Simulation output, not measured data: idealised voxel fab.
Name of the process module below: voxel air gaps
Cross-sectional view cut (width: 235 nm; square cell size: 5 nm).
In what follows, cross-sections appear as grids of square cells, described through bands that run from the top down, where every band is one or more rows of cells.
In this notation a band is specified by the heights of its top and bottom, in that order and in nm, after which its materials appear from left to right, each paired with its width in nm. The word "throughout" attached to a single material means that material fills the band from edge to edge; the word "air" stands for empty space.
It should be noted that heights are counted from 0, beneath which the wafer as supplied is of one material throughout, and that the lowest band possesses no lower boundary but continues downward, as written in "0..down".
Width "30 to 40": first value at the band's top row of cells, second value at its bottom row, equal change from row to row.
The designation "remained unchanged", where it is given for a processing step, indicates that no cell of the cross-section was altered in the course of that step.
"Fully closed voids": sealed empty spaces, 8 cells or more, no open way to top, listed width x height at distance, with distance from the left edge and width, height and distance in nm.
Formally, on a step line, whatever follows the settings is a remark that the simulator itself makes on the step.
On any step carrying a mask, the "overlay nm" setting, if present on the step's line, tells how far right of its planned place the mask lay; negative values point to the left.
Here's what the planned process steps look like:
1,op RECEIVE | material Si
2,op CONFORMAL_DEP | material SiO2 | thk nm 10
3,op CONFORMAL_DEP | material SiN | thk nm 5
4,op DIRECTIONAL_DEP | material SiO2 | thk nm 40
5,op MASKED_ETCH | tone open | mask id LINES | width nm 25 | pitch nm 55 | etch materials SiO2 | depth nm 40 | overlay nm 0
6,op CONFORMAL_DEP | material TiN | thk nm 5
7,op FILL_DEP | material Ru | thk nm 5
8,op CMP | height nm 55
9,op EPI | material Ru | thk nm 10
10,op SELECTIVE_ETCH | etch materials SiO2 | depth nm 50
11,op CONFORMAL_DEP | material SiCN | thk nm 5
Incoming wafer, cross-sectional view, post step 1:
- 0..down  Si throughout
- Fully closed voids: none
Figure: cross-sectional view of the wafer upon completion of the module, processed from the initial state and according to the plan depicted above, with one error introduced during execution:
- 70..65  10 nm air  45 nm SiCN  10 nm air  45 nm SiCN  10 nm air  45 nm SiCN  10 nm air  45 nm SiCN  15 nm air
- 65..55  10 nm air  5 nm SiCN  35 nm Ru  5 nm SiCN  10 nm air  5 nm SiCN  35 nm Ru  5 nm SiCN  10 nm air  5 nm SiCN  35 nm Ru  5 nm SiCN  10 nm air  5 nm SiCN  35 nm Ru  5 nm SiCN  15 nm air
- 55..50  10 nm air  15 nm SiCN  5 nm TiN  5 nm Ru  5 nm TiN  15 nm SiCN  10 nm air  15 nm SiCN  5 nm TiN  5 nm Ru  5 nm TiN  15 nm SiCN  10 nm air  15 nm SiCN  5 nm TiN  5 nm Ru  5 nm TiN  15 nm SiCN  10 nm air  15 nm SiCN  5 nm TiN  5 nm Ru  5 nm TiN  15 nm SiCN  15 nm air
- 50..20  20 nm air  5 nm SiCN  5 nm TiN  5 nm Ru  5 nm TiN  5 nm SiCN  30 nm air  5 nm SiCN  5 nm TiN  5 nm Ru  5 nm TiN  5 nm SiCN  30 nm air  5 nm SiCN  5 nm TiN  5 nm Ru  5 nm TiN  5 nm SiCN  30 nm air  5 nm SiCN  5 nm TiN  5 nm Ru  5 nm TiN  5 nm SiCN  25 nm air
- 20..15  25 nm SiCN  15 nm TiN  40 nm SiCN  15 nm TiN  40 nm SiCN  15 nm TiN  40 nm SiCN  15 nm TiN  30 nm SiCN
- 15..10  SiN throughout
- 10..0  SiO2 throughout
- 0..down  Si throughout
- Fully closed voids: none
The mistake made against the process plan was this: contrary to plan, step 5 was performed as op MASKED_ETCH | tone open | mask id LINES | width nm 15 | pitch nm 55 | etch materials SiO2 | depth nm 40 | overlay nm 0
